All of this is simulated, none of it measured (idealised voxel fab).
Module name: voxel transistor to metal (process module)
The cross-section shown here is cut; it is 200 nm wide and divided into square cells measuring 5 nm on a side.
Cross-section = grid of square cells, listed top down in bands; band = one or more rows. It is stipulated that each band's entry specify, in nanometres, the height of the top of the band and then that of its bottom, followed by the materials of the band in left-to-right sequence, each together with its width in nanometres. A single material marked by the word "throughout" is understood to fill the band from edge to edge; the word "blank" is understood to denote empty space. Heights are expressed relative to 0, this being the level below which the as-received wafer comprises one material exclusively. The lowest band is unbounded in the downward direction and is denoted as in "0 -> down". A two-number width, for instance "30->40", indicates that the width is equal to the first number in the top row of the band and to the second number in the bottom row, and that it changes by a constant amount per row of cells. "remains unaltered" (step): cross-section cells unchanged, all of them. Listed in "Enclosed cavities": every empty space of 8 or more cells without an open way to the top. Form: width x height at distance, the distance being from the left edge, all in nm. Where a step's line continues beyond its settings, the continuation is a remark by the simulator itself on that step. The optional step-line setting "overlay nm" applies to steps with a mask and quantifies how far to the right of its planned location the mask lay, a negative value indicating leftward placement.

INTENDED PROCESS STEPS
1: RECEIVE, material Si
2: CONFORMAL_DEP, material SiO2, thk nm 5
3: CONFORMAL_DEP, material SiN, thk nm 10
4: MASKED_ETCH, tone cover, mask id ACTIVE, width nm 115, etch materials SiN, depth nm 10, overlay nm 0
5: MASKED_ETCH, tone cover, mask id ACTIVE, width nm 115, etch materials SiO2, depth nm 5, overlay nm 0
6: MASKED_ETCH, tone cover, mask id ACTIVE, width nm 115, etch materials Si, depth nm 35, overlay nm 0
7: FILL_DEP, material SiO2, thk nm 10
8: CMP, height nm 15
9: SELECTIVE_ETCH, etch materials SiO2, depth nm 10
10: STRIP, etch materials SiN
11: SELECTIVE_ETCH, etch materials SiO2, depth nm 5
12: OXIDIZE, depth nm 5
13: DIRECTIONAL_DEP, material polySi, thk nm 25
14: DIRECTIONAL_DEP, material SiCN, thk nm 15
15: PATTERN, tone cover, mask id GATE, material resist, width nm 35, thk nm 20, overlay nm 0
16: DIRECTIONAL_ETCH, etch materials SiCN, depth nm 25
17: DIRECTIONAL_ETCH, etch materials polySi, depth nm 35
18: STRIP, etch materials resist
19: CONFORMAL_DEP, material SiN, thk nm 5
20: DIRECTIONAL_ETCH, etch materials SiN, depth nm 5
21: DIRECTIONAL_ETCH, etch materials SiO2, depth nm 5
22: EPI, material nSi, thk nm 5
23: FILL_DEP, material SiO2, thk nm 5
24: CMP, height nm 25
25: STRIP, etch materials polySi
26: SELECTIVE_ETCH, etch materials SiO2, depth nm 5
27: CONFORMAL_DEP, material HfO2, thk nm 5
28: CONFORMAL_DEP, material TiN, thk nm 5
29: FILL_DEP, material W, thk nm 5
30: CMP, height nm 20
31: DIRECTIONAL_DEP, material SiO2, thk nm 15
32: DIRECTIONAL_DEP, material aC, thk nm 10
33: PATTERN, tone open, mask id CONTACT, material resist, width nm 15, pitch nm 90, thk nm 25, overlay nm 0
34: DIRECTIONAL_ETCH, etch materials aC, depth nm 10
35: STRIP, etch materials resist
36: DIRECTIONAL_ETCH, etch materials SiO2, depth nm 35
37: STRIP, etch materials aC
38: CONFORMAL_DEP, material TiN, thk nm 5
39: FILL_DEP, material W, thk nm 5
40: CMP, height nm 35
41: CONFORMAL_DEP, material SiCN, thk nm 5
42: DIRECTIONAL_DEP, material SiO2, thk nm 25
43: DIRECTIONAL_DEP, material aC, thk nm 15
44: PATTERN, tone open, mask id METAL_1, material resist, width nm 15, pitch nm 90, thk nm 30, overlay nm 0
45: DIRECTIONAL_ETCH, etch materials aC, depth nm 15
46: STRIP, etch materials resist
47: DIRECTIONAL_ETCH, etch materials SiO2, depth nm 25
48: DIRECTIONAL_ETCH, etch materials SiCN, depth nm 5
49: STRIP, etch materials aC
50: CONFORMAL_DEP, material TiN, thk nm 5
51: FILL_DEP, material Cu, thk nm 5
52: CMP, height nm 65
53: CONFORMAL_DEP, material SiCN, thk nm 5
54: DIRECTIONAL_DEP, material SiO2, thk nm 30
55: PATTERN, tone open, mask id METAL_2, material resist, width nm 15, pitch nm 90, thk nm 20, overlay nm 0
56: DIRECTIONAL_ETCH, etch materials SiO2, depth nm 20
57: STRIP, etch materials resist
58: MASKED_ETCH, tone open, mask id METAL_2_HOLES, width nm 15, pitch nm 90, etch materials SiO2, depth nm 10, overlay nm 0
59: MASKED_ETCH, tone open, mask id METAL_2_HOLES, width nm 15, pitch nm 90, etch materials SiCN, depth nm 5, overlay nm 0
60: CONFORMAL_DEP, material TiN, thk nm 5
61: FILL_DEP, material Ru, thk nm 10
62: CMP, height nm 100
63: CONFORMAL_DEP, material SiCN, thk nm 5

FIRST OF THE TWO WAFERS, RUN PER PLAN

CROSS-SECTION OF THE WAFER UPON ARRIVAL, REPRESENTING THE STATE REACHED AFTER STEP 1
0 -> down = Si throughout
Enclosed cavities: none

HOW THE WAFER STANDS IN SECTION AFTER STEP 2
5 -> 0 = SiO2 throughout
For the remainder of the cross-section, below 0, there is no change.

HOW THE WAFER STANDS IN SECTION AFTER STEP 3
15 -> 5 = SiN throughout
For the remainder of the cross-section, below 5, there is no change.

HOW THE WAFER STANDS IN SECTION AFTER STEP 4
15 -> 5 = blank 40 nm; SiN 115 nm; blank 45 nm
For the remainder of the cross-section, below 5, there is no change.

HOW THE WAFER STANDS IN SECTION AFTER STEP 5
15 -> 5 = blank 40 nm; SiN 115 nm; blank 45 nm
5 -> 0 = blank 40 nm; SiO2 115 nm; blank 45 nm
For the remainder of the cross-section, below 0, there is no change.

HOW THE WAFER STANDS IN SECTION AFTER STEP 6
15 -> 5 = blank 40 nm; SiN 115 nm; blank 45 nm
5 -> 0 = blank 40 nm; SiO2 115 nm; blank 45 nm
0 -> -35 = blank 40 nm; Si 115 nm; blank 45 nm
For the remainder of the cross-section, below -35, there is no change.

HOW THE WAFER STANDS IN SECTION AFTER STEP 7
25 -> 15 = SiO2 throughout
15 -> 5 = SiO2 40 nm; SiN 115 nm; SiO2 45 nm
5 -> 0 = SiO2 throughout
0 -> -35 = SiO2 40 nm; Si 115 nm; SiO2 45 nm
For the remainder of the cross-section, below -35, there is no change.

HOW THE WAFER STANDS IN SECTION AFTER STEP 8
15 -> 5 = SiO2 40 nm; SiN 115 nm; SiO2 45 nm
For the remainder of the cross-section, below 5, there is no change.

HOW THE WAFER STANDS IN SECTION AFTER STEP 9
15 -> 5 = blank 40 nm; SiN 115 nm; blank 45 nm
For the remainder of the cross-section, below 5, there is no change.

HOW THE WAFER STANDS IN SECTION AFTER STEP 10
5 -> 0 = SiO2 throughout
For the remainder of the cross-section, below 0, there is no change.

HOW THE WAFER STANDS IN SECTION AFTER STEP 11
0 -> -35 = SiO2 40 nm; Si 115 nm; SiO2 45 nm
For the remainder of the cross-section, below -35, there is no change.

HOW THE WAFER STANDS IN SECTION AFTER STEP 12
0 -> -5 = SiO2 throughout
For the remainder of the cross-section, below -5, there is no change.

HOW THE WAFER STANDS IN SECTION AFTER STEP 13
25 -> 0 = polySi throughout
For the remainder of the cross-section, below 0, there is no change.

HOW THE WAFER STANDS IN SECTION AFTER STEP 14
40 -> 25 = SiCN throughout
For the remainder of the cross-section, below 25, there is no change.

HOW THE WAFER STANDS IN SECTION AFTER STEP 15
60 -> 40 = blank 80 nm; resist 35 nm; blank 85 nm
For the remainder of the cross-section, below 40, there is no change.

HOW THE WAFER STANDS IN SECTION AFTER STEP 16
60 -> 40 = blank 80 nm; resist 35 nm; blank 85 nm
40 -> 25 = blank 80 nm; SiCN 35 nm; blank 85 nm
For the remainder of the cross-section, below 25, there is no change.

HOW THE WAFER STANDS IN SECTION AFTER STEP 17
60 -> 40 = blank 80 nm; resist 35 nm; blank 85 nm
40 -> 25 = blank 80 nm; SiCN 35 nm; blank 85 nm
25 -> 0 = blank 80 nm; polySi 35 nm; blank 85 nm
For the remainder of the cross-section, below 0, there is no change.

HOW THE WAFER STANDS IN SECTION AFTER STEP 18
40 -> 25 = blank 80 nm; SiCN 35 nm; blank 85 nm
For the remainder of the cross-section, below 25, there is no change.

HOW THE WAFER STANDS IN SECTION AFTER STEP 19
45 -> 40 = blank 75 nm; SiN 45 nm; blank 80 nm
40 -> 25 = blank 75 nm; SiN 5 nm; SiCN 35 nm; SiN 5 nm; blank 80 nm
25 -> 5 = blank 75 nm; SiN 5 nm; polySi 35 nm; SiN 5 nm; blank 80 nm
5 -> 0 = SiN 80 nm; polySi 35 nm; SiN 85 nm
For the remainder of the cross-section, below 0, there is no change.

HOW THE WAFER STANDS IN SECTION AFTER STEP 20
40 -> 25 = blank 75 nm; SiN 5 nm; SiCN 35 nm; SiN 5 nm; blank 80 nm
25 -> 0 = blank 75 nm; SiN 5 nm; polySi 35 nm; SiN 5 nm; blank 80 nm
For the remainder of the cross-section, below 0, there is no change.

HOW THE WAFER STANDS IN SECTION AFTER STEP 21
40 -> 25 = blank 75 nm; SiN 5 nm; SiCN 35 nm; SiN 5 nm; blank 80 nm
25 -> 0 = blank 75 nm; SiN 5 nm; polySi 35 nm; SiN 5 nm; blank 80 nm
0 -> -5 = blank 75 nm; SiO2 45 nm; blank 80 nm
For the remainder of the cross-section, below -5, there is no change.

HOW THE WAFER STANDS IN SECTION AFTER STEP 22
40 -> 25 = blank 75 nm; SiN 5 nm; SiCN 35 nm; SiN 5 nm; blank 80 nm
25 -> 0 = blank 75 nm; SiN 5 nm; polySi 35 nm; SiN 5 nm; blank 80 nm
0 -> -5 = blank 35 nm; nSi 40 nm; SiO2 45 nm; nSi 40 nm; blank 40 nm
For the remainder of the cross-section, below -5, there is no change.

HOW THE WAFER STANDS IN SECTION AFTER STEP 23
45 -> 40 = SiO2 throughout
40 -> 25 = SiO2 75 nm; SiN 5 nm; SiCN 35 nm; SiN 5 nm; SiO2 80 nm
25 -> 0 = SiO2 75 nm; SiN 5 nm; polySi 35 nm; SiN 5 nm; SiO2 80 nm
0 -> -5 = SiO2 35 nm; nSi 40 nm; SiO2 45 nm; nSi 40 nm; SiO2 40 nm
For the remainder of the cross-section, below -5, there is no change.

HOW THE WAFER STANDS IN SECTION AFTER STEP 24
25 -> 0 = SiO2 75 nm; SiN 5 nm; polySi 35 nm; SiN 5 nm; SiO2 80 nm
For the remainder of the cross-section, below 0, there is no change.

HOW THE WAFER STANDS IN SECTION AFTER STEP 25
25 -> 0 = SiO2 75 nm; SiN 5 nm; blank 35 nm; SiN 5 nm; SiO2 80 nm
For the remainder of the cross-section, below 0, there is no change.

HOW THE WAFER STANDS IN SECTION AFTER STEP 26
25 -> 20 = blank 75 nm; SiN 5 nm; blank 35 nm; SiN 5 nm; blank 80 nm
20 -> 0 = SiO2 75 nm; SiN 5 nm; blank 35 nm; SiN 5 nm; SiO2 80 nm
0 -> -5 = SiO2 35 nm; nSi 40 nm; blank 45 nm; nSi 40 nm; SiO2 40 nm
For the remainder of the cross-section, below -5, there is no change.

HOW THE WAFER STANDS IN SECTION AFTER STEP 27
30 -> 25 = blank 70 nm; HfO2 15 nm; blank 25 nm; HfO2 15 nm; blank 75 nm
25 -> 20 = HfO2 75 nm; SiN 5 nm; HfO2 5 nm; blank 25 nm; HfO2 5 nm; SiN 5 nm; HfO2 80 nm
20 -> 0 = SiO2 75 nm; SiN 5 nm; HfO2 5 nm; blank 25 nm; HfO2 5 nm; SiN 5 nm; SiO2 80 nm
0 -> -5 = SiO2 35 nm; nSi 40 nm; HfO2 45 nm; nSi 40 nm; SiO2 40 nm
For the remainder of the cross-section, below -5, there is no change.

HOW THE WAFER STANDS IN SECTION AFTER STEP 28
35 -> 30 = blank 65 nm; TiN 25 nm; blank 15 nm; TiN 25 nm; blank 70 nm
30 -> 25 = TiN 70 nm; HfO2 15 nm; TiN 5 nm; blank 15 nm; TiN 5 nm; HfO2 15 nm; TiN 75 nm
25 -> 20 = HfO2 75 nm; SiN 5 nm; HfO2 5 nm; TiN 5 nm; blank 15 nm; TiN 5 nm; HfO2 5 nm; SiN 5 nm; HfO2 80 nm
20 -> 5 = SiO2 75 nm; SiN 5 nm; HfO2 5 nm; TiN 5 nm; blank 15 nm; TiN 5 nm; HfO2 5 nm; SiN 5 nm; SiO2 80 nm
5 -> 0 = SiO2 75 nm; SiN 5 nm; HfO2 5 nm; TiN 25 nm; HfO2 5 nm; SiN 5 nm; SiO2 80 nm
For the remainder of the cross-section, below 0, there is no change.

HOW THE WAFER STANDS IN SECTION AFTER STEP 29
40 -> 35 = W throughout
35 -> 30 = W 65 nm; TiN 25 nm; W 15 nm; TiN 25 nm; W 70 nm
30 -> 25 = TiN 70 nm; HfO2 15 nm; TiN 5 nm; W 15 nm; TiN 5 nm; HfO2 15 nm; TiN 75 nm
25 -> 20 = HfO2 75 nm; SiN 5 nm; HfO2 5 nm; TiN 5 nm; W 15 nm; TiN 5 nm; HfO2 5 nm; SiN 5 nm; HfO2 80 nm
20 -> 5 = SiO2 75 nm; SiN 5 nm; HfO2 5 nm; TiN 5 nm; W 15 nm; TiN 5 nm; HfO2 5 nm; SiN 5 nm; SiO2 80 nm
For the remainder of the cross-section, below 5, there is no change.

HOW THE WAFER STANDS IN SECTION AFTER STEP 30
20 -> 5 = SiO2 75 nm; SiN 5 nm; HfO2 5 nm; TiN 5 nm; W 15 nm; TiN 5 nm; HfO2 5 nm; SiN 5 nm; SiO2 80 nm
For the remainder of the cross-section, below 5, there is no change.

HOW THE WAFER STANDS IN SECTION AFTER STEP 31
35 -> 20 = SiO2 throughout
For the remainder of the cross-section, below 20, there is no change.

HOW THE WAFER STANDS IN SECTION AFTER STEP 32
45 -> 35 = aC throughout
For the remainder of the cross-section, below 35, there is no change.

HOW THE WAFER STANDS IN SECTION AFTER STEP 33
70 -> 45 = resist 45 nm; blank 15 nm; resist 75 nm; blank 15 nm; resist 50 nm
For the remainder of the cross-section, below 45, there is no change.

HOW THE WAFER STANDS IN SECTION AFTER STEP 34
60 -> 45 = resist 45 nm; blank 15 nm; resist 75 nm; blank 15 nm; resist 50 nm
45 -> 35 = aC 45 nm; blank 15 nm; aC 75 nm; blank 15 nm; aC 50 nm
For the remainder of the cross-section, below 35, there is no change.

HOW THE WAFER STANDS IN SECTION AFTER STEP 35
45 -> 35 = aC 45 nm; blank 15 nm; aC 75 nm; blank 15 nm; aC 50 nm
For the remainder of the cross-section, below 35, there is no change.

HOW THE WAFER STANDS IN SECTION AFTER STEP 36
45 -> 35 = aC 45 nm; blank 15 nm; aC 75 nm; blank 15 nm; aC 50 nm
35 -> 20 = SiO2 45 nm; blank 15 nm; SiO2 75 nm; blank 15 nm; SiO2 50 nm
20 -> 5 = SiO2 45 nm; blank 15 nm; SiO2 15 nm; SiN 5 nm; HfO2 5 nm; TiN 5 nm; W 15 nm; TiN 5 nm; HfO2 5 nm; SiN 5 nm; SiO2 15 nm; blank 15 nm; SiO2 50 nm
5 -> 0 = SiO2 45 nm; blank 15 nm; SiO2 15 nm; SiN 5 nm; HfO2 5 nm; TiN 25 nm; HfO2 5 nm; SiN 5 nm; SiO2 15 nm; blank 15 nm; SiO2 50 nm
For the remainder of the cross-section, below 0, there is no change.

HOW THE WAFER STANDS IN SECTION AFTER STEP 37
35 -> 20 = SiO2 45 nm; blank 15 nm; SiO2 75 nm; blank 15 nm; SiO2 50 nm
For the remainder of the cross-section, below 20, there is no change.

HOW THE WAFER STANDS IN SECTION AFTER STEP 38
40 -> 35 = TiN 50 nm; blank 5 nm; TiN 85 nm; blank 5 nm; TiN 55 nm
35 -> 20 = SiO2 45 nm; TiN 5 nm; blank 5 nm; TiN 5 nm; SiO2 75 nm; TiN 5 nm; blank 5 nm; TiN 5 nm; SiO2 50 nm
20 -> 5 = SiO2 45 nm; TiN 5 nm; blank 5 nm; TiN 5 nm; SiO2 15 nm; SiN 5 nm; HfO2 5 nm; TiN 5 nm; W 15 nm; TiN 5 nm; HfO2 5 nm; SiN 5 nm; SiO2 15 nm; TiN 5 nm; blank 5 nm; TiN 5 nm; SiO2 50 nm
5 -> 0 = SiO2 45 nm; TiN 15 nm; SiO2 15 nm; SiN 5 nm; HfO2 5 nm; TiN 25 nm; HfO2 5 nm; SiN 5 nm; SiO2 15 nm; TiN 15 nm; SiO2 50 nm
For the remainder of the cross-section, below 0, there is no change.

HOW THE WAFER STANDS IN SECTION AFTER STEP 39
45 -> 40 = W throughout
40 -> 35 = TiN 50 nm; W 5 nm; TiN 85 nm; W 5 nm; TiN 55 nm
35 -> 20 = SiO2 45 nm; TiN 5 nm; W 5 nm; TiN 5 nm; SiO2 75 nm; TiN 5 nm; W 5 nm; TiN 5 nm; SiO2 50 nm
20 -> 5 = SiO2 45 nm; TiN 5 nm; W 5 nm; TiN 5 nm; SiO2 15 nm; SiN 5 nm; HfO2 5 nm; TiN 5 nm; W 15 nm; TiN 5 nm; HfO2 5 nm; SiN 5 nm; SiO2 15 nm; TiN 5 nm; W 5 nm; TiN 5 nm; SiO2 50 nm
For the remainder of the cross-section, below 5, there is no change.

HOW THE WAFER STANDS IN SECTION AFTER STEP 40
35 -> 20 = SiO2 45 nm; TiN 5 nm; W 5 nm; TiN 5 nm; SiO2 75 nm; TiN 5 nm; W 5 nm; TiN 5 nm; SiO2 50 nm
For the remainder of the cross-section, below 20, there is no change.

HOW THE WAFER STANDS IN SECTION AFTER STEP 41
40 -> 35 = SiCN throughout
For the remainder of the cross-section, below 35, there is no change.

HOW THE WAFER STANDS IN SECTION AFTER STEP 42
65 -> 40 = SiO2 throughout
For the remainder of the cross-section, below 40, there is no change.

HOW THE WAFER STANDS IN SECTION AFTER STEP 43
80 -> 65 = aC throughout
For the remainder of the cross-section, below 65, there is no change.

HOW THE WAFER STANDS IN SECTION AFTER STEP 44
110 -> 80 = resist 45 nm; blank 15 nm; resist 75 nm; blank 15 nm; resist 50 nm
For the remainder of the cross-section, below 80, there is no change.

HOW THE WAFER STANDS IN SECTION AFTER STEP 45
95 -> 80 = resist 45 nm; blank 15 nm; resist 75 nm; blank 15 nm; resist 50 nm
80 -> 65 = aC 45 nm; blank 15 nm; aC 75 nm; blank 15 nm; aC 50 nm
For the remainder of the cross-section, below 65, there is no change.

HOW THE WAFER STANDS IN SECTION AFTER STEP 46
80 -> 65 = aC 45 nm; blank 15 nm; aC 75 nm; blank 15 nm; aC 50 nm
For the remainder of the cross-section, below 65, there is no change.

HOW THE WAFER STANDS IN SECTION AFTER STEP 47
80 -> 65 = aC 45 nm; blank 15 nm; aC 75 nm; blank 15 nm; aC 50 nm
65 -> 40 = SiO2 45 nm; blank 15 nm; SiO2 75 nm; blank 15 nm; SiO2 50 nm
For the remainder of the cross-section, below 40, there is no change.

HOW THE WAFER STANDS IN SECTION AFTER STEP 48
80 -> 65 = aC 45 nm; blank 15 nm; aC 75 nm; blank 15 nm; aC 50 nm
65 -> 40 = SiO2 45 nm; blank 15 nm; SiO2 75 nm; blank 15 nm; SiO2 50 nm
40 -> 35 = SiCN 45 nm; blank 15 nm; SiCN 75 nm; blank 15 nm; SiCN 50 nm
For the remainder of the cross-section, below 35, there is no change.

HOW THE WAFER STANDS IN SECTION AFTER STEP 49
65 -> 40 = SiO2 45 nm; blank 15 nm; SiO2 75 nm; blank 15 nm; SiO2 50 nm
For the remainder of the cross-section, below 40, there is no change.

HOW THE WAFER STANDS IN SECTION AFTER STEP 50
70 -> 65 = TiN 50 nm; blank 5 nm; TiN 85 nm; blank 5 nm; TiN 55 nm
65 -> 40 = SiO2 45 nm; TiN 5 nm; blank 5 nm; TiN 5 nm; SiO2 75 nm; TiN 5 nm; blank 5 nm; TiN 5 nm; SiO2 50 nm
40 -> 35 = SiCN 45 nm; TiN 15 nm; SiCN 75 nm; TiN 15 nm; SiCN 50 nm
For the remainder of the cross-section, below 35, there is no change.

HOW THE WAFER STANDS IN SECTION AFTER STEP 51
75 -> 70 = Cu throughout
70 -> 65 = TiN 50 nm; Cu 5 nm; TiN 85 nm; Cu 5 nm; TiN 55 nm
65 -> 40 = SiO2 45 nm; TiN 5 nm; Cu 5 nm; TiN 5 nm; SiO2 75 nm; TiN 5 nm; Cu 5 nm; TiN 5 nm; SiO2 50 nm
For the remainder of the cross-section, below 40, there is no change.

HOW THE WAFER STANDS IN SECTION AFTER STEP 52
65 -> 40 = SiO2 45 nm; TiN 5 nm; Cu 5 nm; TiN 5 nm; SiO2 75 nm; TiN 5 nm; Cu 5 nm; TiN 5 nm; SiO2 50 nm
For the remainder of the cross-section, below 40, there is no change.

HOW THE WAFER STANDS IN SECTION AFTER STEP 53
70 -> 65 = SiCN throughout
For the remainder of the cross-section, below 65, there is no change.

HOW THE WAFER STANDS IN SECTION AFTER STEP 54
100 -> 70 = SiO2 throughout
For the remainder of the cross-section, below 70, there is no change.

HOW THE WAFER STANDS IN SECTION AFTER STEP 55
120 -> 100 = resist 45 nm; blank 15 nm; resist 75 nm; blank 15 nm; resist 50 nm
For the remainder of the cross-section, below 100, there is no change.

HOW THE WAFER STANDS IN SECTION AFTER STEP 56
120 -> 100 = resist 45 nm; blank 15 nm; resist 75 nm; blank 15 nm; resist 50 nm
100 -> 80 = SiO2 45 nm; blank 15 nm; SiO2 75 nm; blank 15 nm; SiO2 50 nm
For the remainder of the cross-section, below 80, there is no change.

HOW THE WAFER STANDS IN SECTION AFTER STEP 57
100 -> 80 = SiO2 45 nm; blank 15 nm; SiO2 75 nm; blank 15 nm; SiO2 50 nm
For the remainder of the cross-section, below 80, there is no change.

HOW THE WAFER STANDS IN SECTION AFTER STEP 58
100 -> 70 = SiO2 45 nm; blank 15 nm; SiO2 75 nm; blank 15 nm; SiO2 50 nm
For the remainder of the cross-section, below 70, there is no change.

HOW THE WAFER STANDS IN SECTION AFTER STEP 59
100 -> 70 = SiO2 45 nm; blank 15 nm; SiO2 75 nm; blank 15 nm; SiO2 50 nm
70 -> 65 = SiCN 45 nm; blank 15 nm; SiCN 75 nm; blank 15 nm; SiCN 50 nm
For the remainder of the cross-section, below 65, there is no change.

HOW THE WAFER STANDS IN SECTION AFTER STEP 60
105 -> 100 = TiN 50 nm; blank 5 nm; TiN 85 nm; blank 5 nm; TiN 55 nm
100 -> 70 = SiO2 45 nm; TiN 5 nm; blank 5 nm; TiN 5 nm; SiO2 75 nm; TiN 5 nm; blank 5 nm; TiN 5 nm; SiO2 50 nm
70 -> 65 = SiCN 45 nm; TiN 15 nm; SiCN 75 nm; TiN 15 nm; SiCN 50 nm
For the remainder of the cross-section, below 65, there is no change.

HOW THE WAFER STANDS IN SECTION AFTER STEP 61
115 -> 105 = Ru throughout
105 -> 100 = TiN 50 nm; Ru 5 nm; TiN 85 nm; Ru 5 nm; TiN 55 nm
100 -> 70 = SiO2 45 nm; TiN 5 nm; Ru 5 nm; TiN 5 nm; SiO2 75 nm; TiN 5 nm; Ru 5 nm; TiN 5 nm; SiO2 50 nm
For the remainder of the cross-section, below 70, there is no change.

HOW THE WAFER STANDS IN SECTION AFTER STEP 62
100 -> 70 = SiO2 45 nm; TiN 5 nm; Ru 5 nm; TiN 5 nm; SiO2 75 nm; TiN 5 nm; Ru 5 nm; TiN 5 nm; SiO2 50 nm
For the remainder of the cross-section, below 70, there is no change.

HOW THE WAFER STANDS IN SECTION AFTER STEP 63
105 -> 100 = SiCN throughout
For the remainder of the cross-section, below 100, there is no change.

HERE THE SECOND WAFER IS DESCRIBED. ITS START AND ITS PLAN WERE THOSE OF THE FIRST WAFER. ITS RUN CONTAINED ONE MISTAKE. UP TO AND INCLUDING STEP 43, IT DID EXACTLY WHAT THE FIRST WAFER DID

SECOND WAFER, CUT VIEW, END OF STEP 44 PER PLAN
110 -> 80 = blank 45 nm; resist 15 nm; blank 75 nm; resist 15 nm; blank 50 nm
For the remainder of the cross-section, below 80, there is no change.

SECOND WAFER, CUT VIEW, END OF STEP 45 PER PLAN
95 -> 80 = blank 45 nm; resist 15 nm; blank 75 nm; resist 15 nm; blank 50 nm
80 -> 65 = blank 45 nm; aC 15 nm; blank 75 nm; aC 15 nm; blank 50 nm
For the remainder of the cross-section, below 65, there is no change.

SECOND WAFER, CUT VIEW, END OF STEP 46 PER PLAN
80 -> 65 = blank 45 nm; aC 15 nm; blank 75 nm; aC 15 nm; blank 50 nm
For the remainder of the cross-section, below 65, there is no change.

SECOND WAFER, CUT VIEW, END OF STEP 47 PER PLAN
80 -> 65 = blank 45 nm; aC 15 nm; blank 75 nm; aC 15 nm; blank 50 nm
65 -> 40 = blank 45 nm; SiO2 15 nm; blank 75 nm; SiO2 15 nm; blank 50 nm
For the remainder of the cross-section, below 40, there is no change.

SECOND WAFER, CUT VIEW, END OF STEP 48 PER PLAN
80 -> 65 = blank 45 nm; aC 15 nm; blank 75 nm; aC 15 nm; blank 50 nm
65 -> 40 = blank 45 nm; SiO2 15 nm; blank 75 nm; SiO2 15 nm; blank 50 nm
40 -> 35 = blank 45 nm; SiCN 15 nm; blank 75 nm; SiCN 15 nm; blank 50 nm
For the remainder of the cross-section, below 35, there is no change.

SECOND WAFER, CUT VIEW, END OF STEP 49 PER PLAN
65 -> 40 = blank 45 nm; SiO2 15 nm; blank 75 nm; SiO2 15 nm; blank 50 nm
For the remainder of the cross-section, below 40, there is no change.

SECOND WAFER, CUT VIEW, END OF STEP 50 PER PLAN
70 -> 65 = blank 40 nm; TiN 25 nm; blank 65 nm; TiN 25 nm; blank 45 nm
65 -> 40 = blank 40 nm; TiN 5 nm; SiO2 15 nm; TiN 5 nm; blank 65 nm; TiN 5 nm; SiO2 15 nm; TiN 5 nm; blank 45 nm
40 -> 35 = TiN 45 nm; SiCN 15 nm; TiN 75 nm; SiCN 15 nm; TiN 50 nm
For the remainder of the cross-section, below 35, there is no change.

SECOND WAFER, CUT VIEW, END OF STEP 51 PER PLAN
75 -> 70 = Cu throughout
70 -> 65 = Cu 40 nm; TiN 25 nm; Cu 65 nm; TiN 25 nm; Cu 45 nm
65 -> 40 = Cu 40 nm; TiN 5 nm; SiO2 15 nm; TiN 5 nm; Cu 65 nm; TiN 5 nm; SiO2 15 nm; TiN 5 nm; Cu 45 nm
For the remainder of the cross-section, below 40, there is no change.

SECOND WAFER, CUT VIEW, END OF STEP 52 PER PLAN
65 -> 40 = Cu 40 nm; TiN 5 nm; SiO2 15 nm; TiN 5 nm; Cu 65 nm; TiN 5 nm; SiO2 15 nm; TiN 5 nm; Cu 45 nm
For the remainder of the cross-section, below 40, there is no change.

SECOND WAFER, CUT VIEW, END OF STEP 53 PER PLAN
70 -> 65 = SiCN throughout
For the remainder of the cross-section, below 65, there is no change.

SECOND WAFER, CUT VIEW, END OF STEP 54 PER PLAN
100 -> 70 = SiO2 throughout
For the remainder of the cross-section, below 70, there is no change.

SECOND WAFER, CUT VIEW, END OF STEP 55 PER PLAN
120 -> 100 = resist 45 nm; blank 15 nm; resist 75 nm; blank 15 nm; resist 50 nm
For the remainder of the cross-section, below 100, there is no change.

SECOND WAFER, CUT VIEW, END OF STEP 56 PER PLAN
120 -> 100 = resist 45 nm; blank 15 nm; resist 75 nm; blank 15 nm; resist 50 nm
100 -> 80 = SiO2 45 nm; blank 15 nm; SiO2 75 nm; blank 15 nm; SiO2 50 nm
For the remainder of the cross-section, below 80, there is no change.

SECOND WAFER, CUT VIEW, END OF STEP 57 PER PLAN
100 -> 80 = SiO2 45 nm; blank 15 nm; SiO2 75 nm; blank 15 nm; SiO2 50 nm
For the remainder of the cross-section, below 80, there is no change.

SECOND WAFER, CUT VIEW, END OF STEP 58 PER PLAN
100 -> 70 = SiO2 45 nm; blank 15 nm; SiO2 75 nm; blank 15 nm; SiO2 50 nm
For the remainder of the cross-section, below 70, there is no change.

SECOND WAFER, CUT VIEW, END OF STEP 59 PER PLAN
100 -> 70 = SiO2 45 nm; blank 15 nm; SiO2 75 nm; blank 15 nm; SiO2 50 nm
70 -> 65 = SiCN 45 nm; blank 15 nm; SiCN 75 nm; blank 15 nm; SiCN 50 nm
For the remainder of the cross-section, below 65, there is no change.

SECOND WAFER, CUT VIEW, END OF STEP 60 PER PLAN
105 -> 100 = TiN 50 nm; blank 5 nm; TiN 85 nm; blank 5 nm; TiN 55 nm
100 -> 70 = SiO2 45 nm; TiN 5 nm; blank 5 nm; TiN 5 nm; SiO2 75 nm; TiN 5 nm; blank 5 nm; TiN 5 nm; SiO2 50 nm
70 -> 65 = SiCN 45 nm; TiN 15 nm; SiCN 75 nm; TiN 15 nm; SiCN 50 nm
For the remainder of the cross-section, below 65, there is no change.

SECOND WAFER, CUT VIEW, END OF STEP 61 PER PLAN
115 -> 105 = Ru throughout
105 -> 100 = TiN 50 nm; Ru 5 nm; TiN 85 nm; Ru 5 nm; TiN 55 nm
100 -> 70 = SiO2 45 nm; TiN 5 nm; Ru 5 nm; TiN 5 nm; SiO2 75 nm; TiN 5 nm; Ru 5 nm; TiN 5 nm; SiO2 50 nm
For the remainder of the cross-section, below 70, there is no change.

SECOND WAFER, CUT VIEW, END OF STEP 62 PER PLAN
100 -> 70 = SiO2 45 nm; TiN 5 nm; Ru 5 nm; TiN 5 nm; SiO2 75 nm; TiN 5 nm; Ru 5 nm; TiN 5 nm; SiO2 50 nm
For the remainder of the cross-section, below 70, there is no change.

SECOND WAFER, CUT VIEW, END OF STEP 63 PER PLAN
105 -> 100 = SiCN throughout
For the remainder of the cross-section, below 100, there is no change.
Deviation from plan: rather than as planned, step 44 actually ran as PATTERN, tone cover, mask id METAL_1, material resist, width nm 15, pitch nm 90, thk nm 30, overlay nm 0
FYI, end of process, the second wafer has more or fewer cells of some materials than the first: +140 Cu, -28 SiCN, -140 SiO2, +28 TiN
